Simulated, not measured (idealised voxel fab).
The process module presented herein is designated voxel capacitor over wiring.
It is cross-section cut that appears here, measuring 220 nm in width, its square cells being 5 nm in size.
Cross-section, as written here: a square-cell grid given band by band from the top down, where a band holds one or more rows of cells. Per band: top height and bottom height in nm, followed by the left-to-right materials and their widths in nm; "throughout" marks a single material spanning edge to edge, "air" marks empty space. For the purposes of this specification, 0 denotes the height below which the wafer in its as-received condition is composed wholly of one material, and the lowermost band, lacking a lower limit, extends downward without end, as expressed in "0 -> down". The notation "30->40" denotes a width that varies across the rows of cells in the band, beginning at the first number in the top row, finishing at the second number in the bottom row, and changing by an identical amount from each row to the next. When a step is marked "remained unchanged", none of the cells in the cross-section changed during that step. Enclosed internal voids: empty space of 8 cells or more with no open way to the top, each as width x height at its distance from the left edge, in nm. On each step's line, the part that comes after the settings is the simulator's own comment on the step. overlay nm: right-of-plan distance of the mask on a masked step; negative values mean left-of-plan. Below you will find pairs of cross-sections. In each, one shows the wafer before one process step and the other after it, with the after view ending at the lowest band that changed. Under each pair is the step separating them, along with its settings. Do not assume the pairs form a chain: they can come from different runs of this module on the same starting wafer, and a pair continues from the pair above it only when its "Status before step" entry says so.

**Status before step**
	85 -> 80 | SiO2 throughout
	80 -> 75 | 60 of SiO2 / 25 of TiN / 135 of SiO2
	75 -> 70 | 60 of SiO2 / 25 of HfO2 / 135 of SiO2
	70 -> 65 | 55 of SiO2 / 80 of TiN / 85 of SiO2
	65 -> 60 | 50 of SiO2 / 35 of Ru / 50 of HfO2 / 85 of SiO2
	60 -> 55 | 50 of SiO2 / 35 of Ru / 55 of TiN / 80 of SiO2
	55 -> 40 | 60 of lowk / 15 of Ru / 145 of lowk
	40 -> 35 | 60 of SiCN / 15 of Ru / 145 of SiCN
	35 -> 20 | 50 of SiO2 / 5 of TiN / 15 of W / 5 of TiN / 70 of SiO2 / 5 of TiN / 15 of W / 5 of TiN / 50 of SiO2
	20 -> 15 | 50 of SiN / 25 of TiN / 70 of SiN / 25 of TiN / 50 of SiN
	15 -> 0 | SiO2 throughout
	0 -> down | Si throughout
	Enclosed internal voids: none

**Step Outcome**
	95 -> 85 | aC throughout
	Unchanged below 85.
	Enclosed internal voids: none
Looking at the two cross-sections above, the step in the middle is DIRECTIONAL_DEP, material aC, thk nm 10

Status before step: this step begins from the cross-section that the pair just above shows after its step.

**Step Outcome**
	125 -> 95 | 70 of resist / 15 of air / 135 of resist
	Unchanged below 95.
	Enclosed internal voids: none
Looking at the two cross-sections above, the step in the middle is PATTERN, tone open, mask id PLUG_2, material resist, width nm 15, thk nm 30, overlay nm 0

Status before step: this step begins from the cross-section that the pair just above shows after its step.

**Step Outcome**
	115 -> 95 | 70 of resist / 15 of air / 135 of resist
	95 -> 85 | 70 of aC / 15 of air / 135 of aC
	Unchanged below 85.
	Enclosed internal voids: none
Looking at the two cross-sections above, the step in the middle is DIRECTIONAL_ETCH, etch materials aC, depth nm 10

Status before step: this step begins from the cross-section that the pair just above shows after its step.

**Step Outcome**
	95 -> 85 | 70 of aC / 15 of air / 135 of aC
	Unchanged below 85.
	Enclosed internal voids: none
Looking at the two cross-sections above, the step in the middle is STRIP, etch materials resist

Status before step: this step begins from the cross-section that the pair just above shows after its step.

**Step Outcome**
	95 -> 85 | 70 of aC / 15 of air / 135 of aC
	85 -> 80 | 70 of SiO2 / 15 of air / 135 of SiO2
	Unchanged below 80.
	Enclosed internal voids: none
Looking at the two cross-sections above, the step in the middle is DIRECTIONAL_ETCH, etch materials SiO2, depth nm 15

Status before step: this step begins from the cross-section that the pair just above shows after its step.

**Step Outcome**
	85 -> 80 | 70 of SiO2 / 15 of air / 135 of SiO2
	Unchanged below 80.
	Enclosed internal voids: none
Looking at the two cross-sections above, the step in the middle is STRIP, etch materials aC

Status before step: this step begins from the cross-section that the pair just above shows after its step.

**Step Outcome**
	90 -> 85 | 75 of TiN / 5 of air / 140 of TiN
	85 -> 75 | 70->60 of SiO2 / 15->25 of TiN / 135 of SiO2
	Unchanged below 75.
	Enclosed internal voids: none
Looking at the two cross-sections above, the step in the middle is CONFORMAL_DEP, material TiN, thk nm 5

Status before step: this step begins from the cross-section that the pair just above shows after its step.

**Step Outcome**
	100 -> 90 | Cu throughout
	90 -> 85 | 75 of TiN / 5 of Cu / 140 of TiN
	Unchanged below 85.
	Enclosed internal voids: none
Looking at the two cross-sections above, the step in the middle is FILL_DEP, material Cu, thk nm 10

Status before step: this step begins from the cross-section that the pair just above shows after its step.

**Step Outcome**
	85 -> 75 | 70->60 of SiO2 / 15->25 of TiN / 135 of SiO2
	Unchanged below 75.
	Enclosed internal voids: none
Looking at the two cross-sections above, the step in the middle is CMP, height nm 85

Status before step: this step begins from the cross-section that the pair just above shows after its step.

**Step Outcome**
	90 -> 85 | SiCN throughout
	Unchanged below 85.
	Enclosed internal voids: none
Looking at the two cross-sections above, the step in the middle is CONFORMAL_DEP, material SiCN, thk nm 5

**Status before step**
	60 -> 55 | TiN throughout
	55 -> 40 | 60 of lowk / 15 of Ru / 145 of lowk
	40 -> 35 | 60 of SiCN / 15 of Ru / 145 of SiCN
	35 -> 20 | 50 of SiO2 / 5 of TiN / 15 of W / 5 of TiN / 70 of SiO2 / 5 of TiN / 15 of W / 5 of TiN / 50 of SiO2
	20 -> 15 | 50 of SiN / 25 of TiN / 70 of SiN / 25 of TiN / 50 of SiN
	15 -> 0 | SiO2 throughout
	0 -> down | Si throughout
	Enclosed internal voids: none

**Step Outcome**
	65 -> 55 | TiN throughout
	Unchanged below 55.
	Enclosed internal voids: none
Looking at the two cross-sections above, the step in the middle is DIRECTIONAL_DEP, material TiN, thk nm 5

Status before step: this step begins from the cross-section that the pair just above shows after its step.

**Step Outcome**
	70 -> 65 | HfO2 throughout
	Unchanged below 65.
	Enclosed internal voids: none
Looking at the two cross-sections above, the step in the middle is DIRECTIONAL_DEP, material HfO2, thk nm 5

Status before step: this step begins from the cross-section that the pair just above shows after its step.

**Step Outcome**
	80 -> 70 | aC throughout
	Unchanged below 70.
	Enclosed internal voids: none
Looking at the two cross-sections above, the step in the middle is DIRECTIONAL_DEP, material aC, thk nm 10

Status before step: this step begins from the cross-section that the pair just above shows after its step.

**Step Outcome**
	110 -> 80 | 60 of air / 75 of resist / 85 of air
	Unchanged below 80.
	Enclosed internal voids: none
Looking at the two cross-sections above, the step in the middle is PATTERN, tone cover, mask id UPPER_PLATE, material resist, width nm 75, thk nm 30, overlay nm 0

Status before step: this step begins from the cross-section that the pair just above shows after its step.

**Step Outcome**
	100 -> 80 | 60 of air / 75 of resist / 85 of air
	80 -> 70 | 60 of air / 75 of aC / 85 of air
	Unchanged below 70.
	Enclosed internal voids: none
Looking at the two cross-sections above, the step in the middle is DIRECTIONAL_ETCH, etch materials aC, depth nm 10

Status before step: this step begins from the cross-section that the pair just above shows after its step.

**Step Outcome**
	80 -> 70 | 60 of air / 75 of aC / 85 of air
	Unchanged below 70.
	Enclosed internal voids: none
Looking at the two cross-sections above, the step in the middle is STRIP, etch materials resist

Status before step: this step begins from the cross-section that the pair just above shows after its step.

**Step Outcome**
	80 -> 70 | 60 of air / 75 of aC / 85 of air
	70 -> 65 | 60 of air / 75 of HfO2 / 85 of air
	Unchanged below 65.
	Enclosed internal voids: none
Looking at the two cross-sections above, the step in the middle is DIRECTIONAL_ETCH, etch materials HfO2, depth nm 5

Status before step: this step begins from the cross-section that the pair just above shows after its step.

**Step Outcome**
	70 -> 65 | 60 of air / 75 of HfO2 / 85 of air
	Unchanged below 65.
	Enclosed internal voids: none
Looking at the two cross-sections above, the step in the middle is STRIP, etch materials aC

Status before step: this step begins from the cross-section that the pair just above shows after its step.

**Step Outcome**
	85 -> 70 | 55 of air / 85 of resist / 80 of air
	70 -> 65 | 55 of air / 5 of resist / 75 of HfO2 / 5 of resist / 80 of air
	Unchanged below 65.
	Enclosed internal voids: none
Looking at the two cross-sections above, the step in the middle is PATTERN, tone cover, mask id LOWER_PLATE, material resist, width nm 85, thk nm 15, overlay nm 0

Status before step: this step begins from the cross-section that the pair just above shows after its step.

**Step Outcome**
	85 -> 70 | 55 of air / 85 of resist / 80 of air
	70 -> 65 | 55 of air / 5 of resist / 75 of HfO2 / 5 of resist / 80 of air
	65 -> 60 | 55 of air / 85 of TiN / 80 of air
	Unchanged below 60.
	Enclosed internal voids: none
Looking at the two cross-sections above, the step in the middle is DIRECTIONAL_ETCH, etch materials TiN, depth nm 5

Status before step: this step begins from the cross-section that the pair just above shows after its step.

**Step Outcome**
	70 -> 65 | 60 of air / 75 of HfO2 / 85 of air
	Unchanged below 65.
	Enclosed internal voids: none
Looking at the two cross-sections above, the step in the middle is STRIP, etch materials resist

Status before step: this step begins from the cross-section that the pair just above shows after its step.

**Step Outcome**
	90 -> 70 | SiO2 throughout
	70 -> 65 | 60 of SiO2 / 75 of HfO2 / 85 of SiO2
	65 -> 60 | 55 of SiO2 / 85 of TiN / 80 of SiO2
	Unchanged below 60.
	Enclosed internal voids: none
Looking at the two cross-sections above, the step in the middle is FILL_DEP, material SiO2, thk nm 20

Status before step: this step begins from the cross-section that the pair just above shows after its step.

**Step Outcome**
	85 -> 70 | SiO2 throughout
	Unchanged below 70.
	Enclosed internal voids: none
Looking at the two cross-sections above, the step in the middle is CMP, height nm 85

Status before step: this step begins from the cross-section that the pair just above shows after its step.

**Step Outcome**
	95 -> 85 | aC throughout
	Unchanged below 85.
	Enclosed internal voids: none
Looking at the two cross-sections above, the step in the middle is DIRECTIONAL_DEP, material aC, thk nm 10

Status before step: this step begins from the cross-section that the pair just above shows after its step.

**Step Outcome**
	125 -> 95 | 70 of resist / 15 of air / 135 of resist
	Unchanged below 95.
	Enclosed internal voids: none
Looking at the two cross-sections above, the step in the middle is PATTERN, tone open, mask id PLUG_2, material resist, width nm 15, thk nm 30, overlay nm 0

Status before step: this step begins from the cross-section that the pair just above shows after its step.

**Step Outcome**
	115 -> 95 | 70 of resist / 15 of air / 135 of resist
	95 -> 85 | 70 of aC / 15 of air / 135 of aC
	Unchanged below 85.
	Enclosed internal voids: none
Looking at the two cross-sections above, the step in the middle is DIRECTIONAL_ETCH, etch materials aC, depth nm 10

Status before step: this step begins from the cross-section that the pair just above shows after its step.

**Step Outcome**
	95 -> 85 | 70 of aC / 15 of air / 135 of aC
	Unchanged below 85.
	Enclosed internal voids: none
Looking at the two cross-sections above, the step in the middle is STRIP, etch materials resist

Status before step: this step begins from the cross-section that the pair just above shows after its step.

**Step Outcome**
	95 -> 85 | 70 of aC / 15 of air / 135 of aC
	85 -> 70 | 70 of SiO2 / 15 of air / 135 of SiO2
	Unchanged below 70.
	Enclosed internal voids: none
Looking at the two cross-sections above, the step in the middle is DIRECTIONAL_ETCH, etch materials SiO2, depth nm 15

Status before step: this step begins from the cross-section that the pair just above shows after its step.

**Step Outcome**
	85 -> 70 | 70 of SiO2 / 15 of air / 135 of SiO2
	Unchanged below 70.
	Enclosed internal voids: none
Looking at the two cross-sections above, the step in the middle is STRIP, etch materials aC

Status before step: this step begins from the cross-section that the pair just above shows after its step.

**Step Outcome**
	90 -> 85 | 75 of TiN / 5 of air / 140 of TiN
	85 -> 75 | 70 of SiO2 / 5 of TiN / 5 of air / 5 of TiN / 135 of SiO2
	75 -> 70 | 70 of SiO2 / 15 of TiN / 135 of SiO2
	Unchanged below 70.
	Enclosed internal voids: none
Looking at the two cross-sections above, the step in the middle is CONFORMAL_DEP, material TiN, thk nm 5

Status before step: this step begins from the cross-section that the pair just above shows after its step.

**Step Outcome**
	100 -> 90 | Cu throughout
	90 -> 85 | 75 of TiN / 5 of Cu / 140 of TiN
	85 -> 75 | 70 of SiO2 / 5 of TiN / 5 of Cu / 5 of TiN / 135 of SiO2
	Unchanged below 75.
	Enclosed internal voids: none
Looking at the two cross-sections above, the step in the middle is FILL_DEP, material Cu, thk nm 10

Status before step: this step begins from the cross-section that the pair just above shows after its step.

**Step Outcome**
	85 -> 75 | 70 of SiO2 / 5 of TiN / 5 of Cu / 5 of TiN / 135 of SiO2
	Unchanged below 75.
	Enclosed internal voids: none
Looking at the two cross-sections above, the step in the middle is CMP, height nm 85

Status before step: this step begins from the cross-section that the pair just above shows after its step.

**Step Outcome**
	90 -> 85 | SiCN throughout
	Unchanged below 85.
	Enclosed internal voids: none
Looking at the two cross-sections above, the step in the middle is CONFORMAL_DEP, material SiCN, thk nm 5

**Status before step**
	90 -> 70 | SiO2 throughout
	70 -> 65 | 60 of SiO2 / 75 of TiN / 85 of SiO2
	65 -> 60 | 60 of SiO2 / 75 of HfO2 / 85 of SiO2
	60 -> 55 | 55 of SiO2 / 85 of TiN / 80 of SiO2
	55 -> 40 | 60 of lowk / 15 of Ru / 145 of lowk
	40 -> 35 | 60 of SiCN / 15 of Ru / 145 of SiCN
	35 -> 20 | 50 of SiO2 / 5 of TiN / 15 of W / 5 of TiN / 70 of SiO2 / 5 of TiN / 15 of W / 5 of TiN / 50 of SiO2
	20 -> 15 | 50 of SiN / 25 of TiN / 70 of SiN / 25 of TiN / 50 of SiN
	15 -> 0 | SiO2 throughout
	0 -> down | Si throughout
	Enclosed internal voids: none

**Step Outcome**
	80 -> 70 | SiO2 throughout
	Unchanged below 70.
	Enclosed internal voids: none
Looking at the two cross-sections above, the step in the middle is CMP, height nm 80

Status before step: this step begins from the cross-section that the pair just above shows after its step.

**Step Outcome**
	90 -> 80 | aC throughout
	Unchanged below 80.
	Enclosed internal voids: none
Looking at the two cross-sections above, the step in the middle is DIRECTIONAL_DEP, material aC, thk nm 10

Status before step: this step begins from the cross-section that the pair just above shows after its step.

**Step Outcome**
	120 -> 90 | 70 of resist / 15 of air / 135 of resist
	Unchanged below 90.
	Enclosed internal voids: none
Looking at the two cross-sections above, the step in the middle is PATTERN, tone open, mask id PLUG_2, material resist, width nm 15, thk nm 30, overlay nm 0

Status before step: this step begins from the cross-section that the pair just above shows after its step.

**Step Outcome**
	110 -> 90 | 70 of resist / 15 of air / 135 of resist
	90 -> 80 | 70 of aC / 15 of air / 135 of aC
	Unchanged below 80.
	Enclosed internal voids: none
Looking at the two cross-sections above, the step in the middle is DIRECTIONAL_ETCH, etch materials aC, depth nm 10

Status before step: this step begins from the cross-section that the pair just above shows after its step.

**Step Outcome**
	90 -> 80 | 70 of aC / 15 of air / 135 of aC
	Unchanged below 80.
	Enclosed internal voids: none
Looking at the two cross-sections above, the step in the middle is STRIP, etch materials resist

Status before step: this step begins from the cross-section that the pair just above shows after its step.

**Step Outcome**
	90 -> 80 | 70 of aC / 15 of air / 135 of aC
	80 -> 70 | 70 of SiO2 / 15 of air / 135 of SiO2
	Unchanged below 70.
	Enclosed internal voids: none
Looking at the two cross-sections above, the step in the middle is DIRECTIONAL_ETCH, etch materials SiO2, depth nm 15

Status before step: this step begins from the cross-section that the pair just above shows after its step.

**Step Outcome**
	80 -> 70 | 70 of SiO2 / 15 of air / 135 of SiO2
	Unchanged below 70.
	Enclosed internal voids: none
Looking at the two cross-sections above, the step in the middle is STRIP, etch materials aC

Status before step: this step begins from the cross-section that the pair just above shows after its step.

**Step Outcome**
	85 -> 80 | 75 of TiN / 5 of air / 140 of TiN
	80 -> 75 | 70 of SiO2 / 5 of TiN / 5 of air / 5 of TiN / 135 of SiO2
	75 -> 65 | 70->60 of SiO2 / 15->75 of TiN / 135->85 of SiO2
	Unchanged below 65.
	Enclosed internal voids: none
Looking at the two cross-sections above, the step in the middle is CONFORMAL_DEP, material TiN, thk nm 5

Status before step: this step begins from the cross-section that the pair just above shows after its step.

**Step Outcome**
	95 -> 85 | Cu throughout
	85 -> 80 | 75 of TiN / 5 of Cu / 140 of TiN
	80 -> 75 | 70 of SiO2 / 5 of TiN / 5 of Cu / 5 of TiN / 135 of SiO2
	Unchanged below 75.
	Enclosed internal voids: none
Looking at the two cross-sections above, the step in the middle is FILL_DEP, material Cu, thk nm 10

Status before step: this step begins from the cross-section that the pair just above shows after its step.

**Step Outcome**
	85 -> 80 | 75 of TiN / 5 of Cu / 140 of TiN
	Unchanged below 80.
	Enclosed internal voids: none
Looking at the two cross-sections above, the step in the middle is CMP, height nm 85

Status before step: this step begins from the cross-section that the pair just above shows after its step.

**Step Outcome**
	90 -> 85 | SiCN throughout
	Unchanged below 85.
	Enclosed internal voids: none
Looking at the two cross-sections above, the step in the middle is CONFORMAL_DEP, material SiCN, thk nm 5

**Status before step**
	55 -> 40 | lowk throughout
	40 -> 35 | SiCN throughout
	35 -> 20 | 50 of SiO2 / 5 of TiN / 15 of W / 5 of TiN / 70 of SiO2 / 5 of TiN / 15 of W / 5 of TiN / 50 of SiO2
	20 -> 15 | 50 of SiN / 25 of TiN / 70 of SiN / 25 of TiN / 50 of SiN
	15 -> 0 | SiO2 throughout
	0 -> down | Si throughout
	Enclosed internal voids: none

**Step Outcome**
	55 -> 40 | 60 of lowk / 20 of air / 140 of lowk
	Unchanged below 40.
	Enclosed internal voids: none
Looking at the two cross-sections above, the step in the middle is MASKED_ETCH, tone open, mask id PLUG_1, width nm 20, etch materials lowk, depth nm 15, overlay nm 0

Status before step: this step begins from the cross-section that the pair just above shows after its step.

**Step Outcome**
	55 -> 40 | 60 of lowk / 20 of air / 140 of lowk
	40 -> 35 | 60 of SiCN / 15 of air / 145 of SiCN
	Unchanged below 35.
	Enclosed internal voids: none
Looking at the two cross-sections above, the step in the middle is MASKED_ETCH, tone open, mask id PLUG_1, width nm 15, etch materials SiCN, depth nm 5, overlay nm 0

Status before step: this step begins from the cross-section that the pair just above shows after its step.

**Step Outcome**
	55 -> 45 | 60 of lowk / 20 of air / 140 of lowk
	45 -> 40 | 60 of lowk / 20 of Ru / 140 of lowk
	40 -> 35 | 60 of SiCN / 15 of Ru / 145 of SiCN
	Unchanged below 35.
	Enclosed internal voids: none
Looking at the two cross-sections above, the step in the middle is EPI, material Ru, thk nm 10

Status before step: this step begins from the cross-section that the pair just above shows after its step.

**Step Outcome**
	55 -> 40 | 60 of lowk / 20 of Ru / 140 of lowk
	Unchanged below 40.
	Enclosed internal voids: none
Looking at the two cross-sections above, the step in the middle is EPI, material Ru, thk nm 10

Status before step: this step begins from the cross-section that the pair just above shows after its step.

**Step Outcome**
	60 -> 55 | TiN throughout
	Unchanged below 55.
	Enclosed internal voids: none
Looking at the two cross-sections above, the step in the middle is DIRECTIONAL_DEP, material TiN, thk nm 5

Status before step: this step begins from the cross-section that the pair just above shows after its step.

**Step Outcome**
	65 -> 60 | HfO2 throughout
	Unchanged below 60.
	Enclosed internal voids: none
Looking at the two cross-sections above, the step in the middle is DIRECTIONAL_DEP, material HfO2, thk nm 5

Status before step: this step begins from the cross-section that the pair just above shows after its step.

**Step Outcome**
	70 -> 65 | TiN throughout
	Unchanged below 65.
	Enclosed internal voids: none
Looking at the two cross-sections above, the step in the middle is DIRECTIONAL_DEP, material TiN, thk nm 5

Status before step: this step begins from the cross-section that the pair just above shows after its step.

**Step Outcome**
	80 -> 70 | aC throughout
	Unchanged below 70.
	Enclosed internal voids: none
Looking at the two cross-sections above, the step in the middle is DIRECTIONAL_DEP, material aC, thk nm 10

Status before step: this step begins from the cross-section that the pair just above shows after its step.

**Step Outcome**
	110 -> 80 | 60 of air / 75 of resist / 85 of air
	Unchanged below 80.
	Enclosed internal voids: none
Looking at the two cross-sections above, the step in the middle is PATTERN, tone cover, mask id UPPER_PLATE, material resist, width nm 75, thk nm 30, overlay nm 0

Status before step: this step begins from the cross-section that the pair just above shows after its step.

**Step Outcome**
	100 -> 80 | 60 of air / 75 of resist / 85 of air
	80 -> 70 | 60 of air / 75 of aC / 85 of air
	Unchanged below 70.
	Enclosed internal voids: none
Looking at the two cross-sections above, the step in the middle is DIRECTIONAL_ETCH, etch materials aC, depth nm 10

Status before step: this step begins from the cross-section that the pair just above shows after its step.

**Step Outcome**
	80 -> 70 | 60 of air / 75 of aC / 85 of air
	Unchanged below 70.
	Enclosed internal voids: none
Looking at the two cross-sections above, the step in the middle is STRIP, etch materials resist

Status before step: this step begins from the cross-section that the pair just above shows after its step.

**Step Outcome**
	80 -> 70 | 60 of air / 75 of aC / 85 of air
	70 -> 65 | 60 of air / 75 of TiN / 85 of air
	Unchanged below 65.
	Enclosed internal voids: none
Looking at the two cross-sections above, the step in the middle is DIRECTIONAL_ETCH, etch materials TiN, depth nm 5

Status before step: this step begins from the cross-section that the pair just above shows after its step.

**Step Outcome**
	80 -> 70 | 60 of air / 75 of aC / 85 of air
	70 -> 65 | 60 of air / 75 of TiN / 85 of air
	65 -> 60 | 60 of air / 75 of HfO2 / 85 of air
	Unchanged below 60.
	Enclosed internal voids: none
Looking at the two cross-sections above, the step in the middle is DIRECTIONAL_ETCH, etch materials HfO2, depth nm 5

Status before step: this step begins from the cross-section that the pair just above shows after its step.

**Step Outcome**
	70 -> 65 | 60 of air / 75 of TiN / 85 of air
	Unchanged below 65.
	Enclosed internal voids: none
Looking at the two cross-sections above, the step in the middle is STRIP, etch materials aC

Status before step: this step begins from the cross-section that the pair just above shows after its step.

**Step Outcome**
	85 -> 70 | 55 of air / 85 of resist / 80 of air
	70 -> 65 | 55 of air / 5 of resist / 75 of TiN / 5 of resist / 80 of air
	65 -> 60 | 55 of air / 5 of resist / 75 of HfO2 / 5 of resist / 80 of air
	Unchanged below 60.
	Enclosed internal voids: none
Looking at the two cross-sections above, the step in the middle is PATTERN, tone cover, mask id LOWER_PLATE, material resist, width nm 85, thk nm 15, overlay nm 0

Status before step: this step begins from the cross-section that the pair just above shows after its step.

**Step Outcome**
	85 -> 70 | 55 of air / 85 of resist / 80 of air
	70 -> 65 | 55 of air / 5 of resist / 75 of TiN / 5 of resist / 80 of air
	65 -> 60 | 55 of air / 5 of resist / 75 of HfO2 / 5 of resist / 80 of air
	60 -> 55 | 55 of air / 85 of TiN / 80 of air
	Unchanged below 55.
	Enclosed internal voids: none
Looking at the two cross-sections above, the step in the middle is DIRECTIONAL_ETCH, etch materials TiN, depth nm 5

Status before step: this step begins from the cross-section that the pair just above shows after its step.

**Step Outcome**
	70 -> 65 | 60 of air / 75 of TiN / 85 of air
	65 -> 60 | 60 of air / 75 of HfO2 / 85 of air
	Unchanged below 60.
	Enclosed internal voids: none
Looking at the two cross-sections above, the step in the middle is STRIP, etch materials resist

Status before step: this step begins from the cross-section that the pair just above shows after its step.

**Step Outcome**
	90 -> 70 | SiO2 throughout
	70 -> 65 | 60 of SiO2 / 75 of TiN / 85 of SiO2
	65 -> 60 | 60 of SiO2 / 75 of HfO2 / 85 of SiO2
	60 -> 55 | 55 of SiO2 / 85 of TiN / 80 of SiO2
	Unchanged below 55.
	Enclosed internal voids: none
Looking at the two cross-sections above, the step in the middle is FILL_DEP, material SiO2, thk nm 20

Status before step: this step begins from the cross-section that the pair just above shows after its step.

**Step Outcome**
	85 -> 70 | SiO2 throughout
	Unchanged below 70.
	Enclosed internal voids: none
Looking at the two cross-sections above, the step in the middle is CMP, height nm 85

Status before step: this step begins from the cross-section that the pair just above shows after its step.

**Step Outcome**
	95 -> 85 | aC throughout
	Unchanged below 85.
	Enclosed internal voids: none
Looking at the two cross-sections above, the step in the middle is DIRECTIONAL_DEP, material aC, thk nm 10

Status before step: this step begins from the cross-section that the pair just above shows after its step.

**Step Outcome**
	125 -> 95 | 70 of resist / 15 of air / 135 of resist
	Unchanged below 95.
	Enclosed internal voids: none
Looking at the two cross-sections above, the step in the middle is PATTERN, tone open, mask id PLUG_2, material resist, width nm 15, thk nm 30, overlay nm 0

Status before step: this step begins from the cross-section that the pair just above shows after its step.

**Step Outcome**
	115 -> 95 | 70 of resist / 15 of air / 135 of resist
	95 -> 85 | 70 of aC / 15 of air / 135 of aC
	Unchanged below 85.
	Enclosed internal voids: none
Looking at the two cross-sections above, the step in the middle is DIRECTIONAL_ETCH, etch materials aC, depth nm 10

Status before step: this step begins from the cross-section that the pair just above shows after its step.

**Step Outcome**
	95 -> 85 | 70 of aC / 15 of air / 135 of aC
	Unchanged below 85.
	Enclosed internal voids: none
Looking at the two cross-sections above, the step in the middle is STRIP, etch materials resist

Status before step: this step begins from the cross-section that the pair just above shows after its step.

**Step Outcome**
	95 -> 85 | 70 of aC / 15 of air / 135 of aC
	85 -> 70 | 70 of SiO2 / 15 of air / 135 of SiO2
	Unchanged below 70.
	Enclosed internal voids: none
Looking at the two cross-sections above, the step in the middle is DIRECTIONAL_ETCH, etch materials SiO2, depth nm 15

Status before step: this step begins from the cross-section that the pair just above shows after its step.

**Step Outcome**
	85 -> 70 | 70 of SiO2 / 15 of air / 135 of SiO2
	Unchanged below 70.
	Enclosed internal voids: none
Looking at the two cross-sections above, the step in the middle is STRIP, etch materials aC

Status before step: this step begins from the cross-section that the pair just above shows after its step.

**Step Outcome**
	90 -> 85 | 75 of TiN / 5 of air / 140 of TiN
	85 -> 75 | 70 of SiO2 / 5 of TiN / 5 of air / 5 of TiN / 135 of SiO2
	75 -> 65 | 70->60 of SiO2 / 15->75 of TiN / 135->85 of SiO2
	Unchanged below 65.
	Enclosed internal voids: none
Looking at the two cross-sections above, the step in the middle is CONFORMAL_DEP, material TiN, thk nm 5

Status before step: this step begins from the cross-section that the pair just above shows after its step.

**Step Outcome**
	100 -> 90 | Cu throughout
	90 -> 85 | 75 of TiN / 5 of Cu / 140 of TiN
	85 -> 75 | 70 of SiO2 / 5 of TiN / 5 of Cu / 5 of TiN / 135 of SiO2
	Unchanged below 75.
	Enclosed internal voids: none
Looking at the two cross-sections above, the step in the middle is FILL_DEP, material Cu, thk nm 10

Status before step: this step begins from the cross-section that the pair just above shows after its step.

**Step Outcome**
	85 -> 75 | 70 of SiO2 / 5 of TiN / 5 of Cu / 5 of TiN / 135 of SiO2
	Unchanged below 75.
	Enclosed internal voids: none
Looking at the two cross-sections above, the step in the middle is CMP, height nm 85

Status before step: this step begins from the cross-section that the pair just above shows after its step.

**Step Outcome**
	90 -> 85 | SiCN throughout
	Unchanged below 85.
	Enclosed internal voids: none
Looking at the two cross-sections above, the step in the middle is CONFORMAL_DEP, material SiCN, thk nm 5

**Status before step**
	45 -> 35 | aC throughout
	35 -> 20 | SiO2 throughout
	20 -> 15 | SiN throughout
	15 -> 0 | SiO2 throughout
	0 -> down | Si throughout
	Enclosed internal voids: none

**Step Outcome**
	75 -> 45 | 45 of resist / 25 of air / 70 of resist / 25 of air / 55 of resist
	Unchanged below 45.
	Enclosed internal voids: none
Looking at the two cross-sections above, the step in the middle is PATTERN, tone open, mask id METAL_1, material resist, width nm 25, pitch nm 95, thk nm 30, overlay nm -5

Status before step: this step begins from the cross-section that the pair just above shows after its step.

**Step Outcome**
	65 -> 45 | 45 of resist / 25 of air / 70 of resist / 25 of air / 55 of resist
	45 -> 35 | 45 of aC / 25 of air / 70 of aC / 25 of air / 55 of aC
	Unchanged below 35.
	Enclosed internal voids: none
Looking at the two cross-sections above, the step in the middle is DIRECTIONAL_ETCH, etch materials aC, depth nm 10

Status before step: this step begins from the cross-section that the pair just above shows after its step.

**Step Outcome**
	45 -> 35 | 45 of aC / 25 of air / 70 of aC / 25 of air / 55 of aC
	Unchanged below 35.
	Enclosed internal voids: none
Looking at the two cross-sections above, the step in the middle is STRIP, etch materials resist

Status before step: this step begins from the cross-section that the pair just above shows after its step.

**Step Outcome**
	45 -> 35 | 45 of aC / 25 of air / 70 of aC / 25 of air / 55 of aC
	35 -> 20 | 45 of SiO2 / 25 of air / 70 of SiO2 / 25 of air / 55 of SiO2
	Unchanged below 20.
	Enclosed internal voids: none
Looking at the two cross-sections above, the step in the middle is DIRECTIONAL_ETCH, etch materials SiO2, depth nm 15

Status before step: this step begins from the cross-section that the pair just above shows after its step.

**Step Outcome**
	45 -> 35 | 45 of aC / 25 of air / 70 of aC / 25 of air / 55 of aC
	35 -> 20 | 45 of SiO2 / 25 of air / 70 of SiO2 / 25 of air / 55 of SiO2
	20 -> 15 | 45 of SiN / 25 of air / 70 of SiN / 25 of air / 55 of SiN
	Unchanged below 15.
	Enclosed internal voids: none
Looking at the two cross-sections above, the step in the middle is DIRECTIONAL_ETCH, etch materials SiN, depth nm 5

Status before step: this step begins from the cross-section that the pair just above shows after its step.

**Step Outcome**
	35 -> 20 | 45 of SiO2 / 25 of air / 70 of SiO2 / 25 of air / 55 of SiO2
	Unchanged below 20.
	Enclosed internal voids: none
Looking at the two cross-sections above, the step in the middle is STRIP, etch materials aC

Status before step: this step begins from the cross-section that the pair just above shows after its step.

**Step Outcome**
	40 -> 35 | 50 of TiN / 15 of air / 80 of TiN / 15 of air / 60 of TiN
	35 -> 20 | 45 of SiO2 / 5 of TiN / 15 of air / 5 of TiN / 70 of SiO2 / 5 of TiN / 15 of air / 5 of TiN / 55 of SiO2
	20 -> 15 | 45 of SiN / 25 of TiN / 70 of SiN / 25 of TiN / 55 of SiN
	Unchanged below 15.
	Enclosed internal voids: none
Looking at the two cross-sections above, the step in the middle is CONFORMAL_DEP, material TiN, thk nm 5

Status before step: this step begins from the cross-section that the pair just above shows after its step.

**Step Outcome**
	50 -> 40 | W throughout
	40 -> 35 | 50 of TiN / 15 of W / 80 of TiN / 15 of W / 60 of TiN
	35 -> 20 | 45 of SiO2 / 5 of TiN / 15 of W / 5 of TiN / 70 of SiO2 / 5 of TiN / 15 of W / 5 of TiN / 55 of SiO2
	Unchanged below 20.
	Enclosed internal voids: none
Looking at the two cross-sections above, the step in the middle is FILL_DEP, material W, thk nm 10

Status before step: this step begins from the cross-section that the pair just above shows after its step.

**Step Outcome**
	35 -> 20 | 45 of SiO2 / 5 of TiN / 15 of W / 5 of TiN / 70 of SiO2 / 5 of TiN / 15 of W / 5 of TiN / 55 of SiO2
	Unchanged below 20.
	Enclosed internal voids: none
Looking at the two cross-sections above, the step in the middle is CMP, height nm 35

Status before step: this step begins from the cross-section that the pair just above shows after its step.

**Step Outcome**
	40 -> 35 | SiCN throughout
	Unchanged below 35.
	Enclosed internal voids: none
Looking at the two cross-sections above, the step in the middle is CONFORMAL_DEP, material SiCN, thk nm 5

Status before step: this step begins from the cross-section that the pair just above shows after its step.

**Step Outcome**
	55 -> 40 | lowk throughout
	Unchanged below 40.
	Enclosed internal voids: none
Looking at the two cross-sections above, the step in the middle is DIRECTIONAL_DEP, material lowk, thk nm 15
